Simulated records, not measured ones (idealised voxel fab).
process module | voxel ribs on slabs
cross-section cut | 255 nm wide | cells 5 nm
A cross-section is a grid of square cells, given in bands from the top down. A band is one or more rows of cells.
Each band's line starts with the height of the band's top and of its bottom, in nm. Then come its materials from left to right, each with its width in nm. One material with "throughout" fills the band from edge to edge. "air" is empty space.
Height 0 is the level under which the wafer as received is all one material. The lowest band goes on downwards, as in "0 down".
A width such as "30 to 40" changes by the same amount from each row of cells to the next, from the band's top row to its bottom row.
"no change" after a step means that no cell of the cross-section changed.
closed voids: empty space of 8 cells or more with no open way to the top, each as width x height at its distance from the left edge, in nm
after a step's settings: what the simulator itself notes on the step
overlay nm, on a step with a mask: how far to the right of its planned place the mask lay; to the left if negative
plan
1 op RECEIVE | material Si
2 op DIRECTIONAL_DEP | material SiO2 | thk nm 30
3 op DIRECTIONAL_DEP | material polySi | thk nm 10
4 op MASKED_ETCH | tone cover | mask id RIB | width nm 20 | etch materials polySi | depth nm 10 | overlay nm 0
5 op DIRECTIONAL_DEP | material aC | thk nm 10
6 op PATTERN | tone cover | mask id SLAB | material resist | width nm 80 | thk nm 25 | overlay nm 0
7 op DIRECTIONAL_ETCH | etch materials aC | depth nm 10
8 op STRIP | etch materials resist
9 op DIRECTIONAL_ETCH | etch materials polySi | depth nm 5
10 op STRIP | etch materials aC
11 op FILL_DEP | material SiO2 | thk nm 20
12 op CMP | height nm 60
13 op DIRECTIONAL_DEP | material W | thk nm 10
14 op DIRECTIONAL_DEP | material aC | thk nm 15
15 op PATTERN | tone cover | mask id HEATER | material resist | width nm 30 | thk nm 30 | overlay nm 0
16 op DIRECTIONAL_ETCH | etch materials aC | depth nm 15
17 op STRIP | etch materials resist
18 op DIRECTIONAL_ETCH | etch materials W | depth nm 10
19 op STRIP | etch materials aC
20 op CONFORMAL_DEP | material SiO2 | thk nm 10
varied across the wafers: thk nm of step 3. The plan shows the first wafer's value. All wafers start alike
first wafer as received, after step 1
  0 down: Si throughout
  closed voids: none
first wafer at the end, after step 20
  80 to 70: air 100 | SiO2 50 | air 105
  70 to 60: SiO2 110 | W 30 | SiO2 115
  60 to 40: SiO2 throughout
  40 to 30: SiO2 115 | polySi 20 | SiO2 120
  30 to 0: SiO2 throughout
  0 down: Si throughout
  closed voids: none
last wafer at the end
  80 to 70: air 100 | SiO2 50 | air 105
  70 to 60: SiO2 110 | W 30 | SiO2 115
  60 to 50: SiO2 115 | polySi 20 | SiO2 120
  50 to 45: SiO2 85 | polySi 80 | SiO2 90
  45 to 30: polySi throughout
  30 to 0: SiO2 throughout
  0 down: Si throughout
  closed voids: none
each wafer at the end: cells of each material gained (+) or lost (-) since it was received, then its closed voids
thk nm 10 | +714 SiO2 | +12 W | +8 polySi | closed voids: none
thk nm 15 | +698 SiO2 | +12 W | +24 polySi | closed voids: none
thk nm 20 | +647 SiO2 | +12 W | +75 polySi | closed voids: none
thk nm 25 | +596 SiO2 | +12 W | +126 polySi | closed voids: none
thk nm 30 | +545 SiO2 | +12 W | +177 polySi | closed voids: none
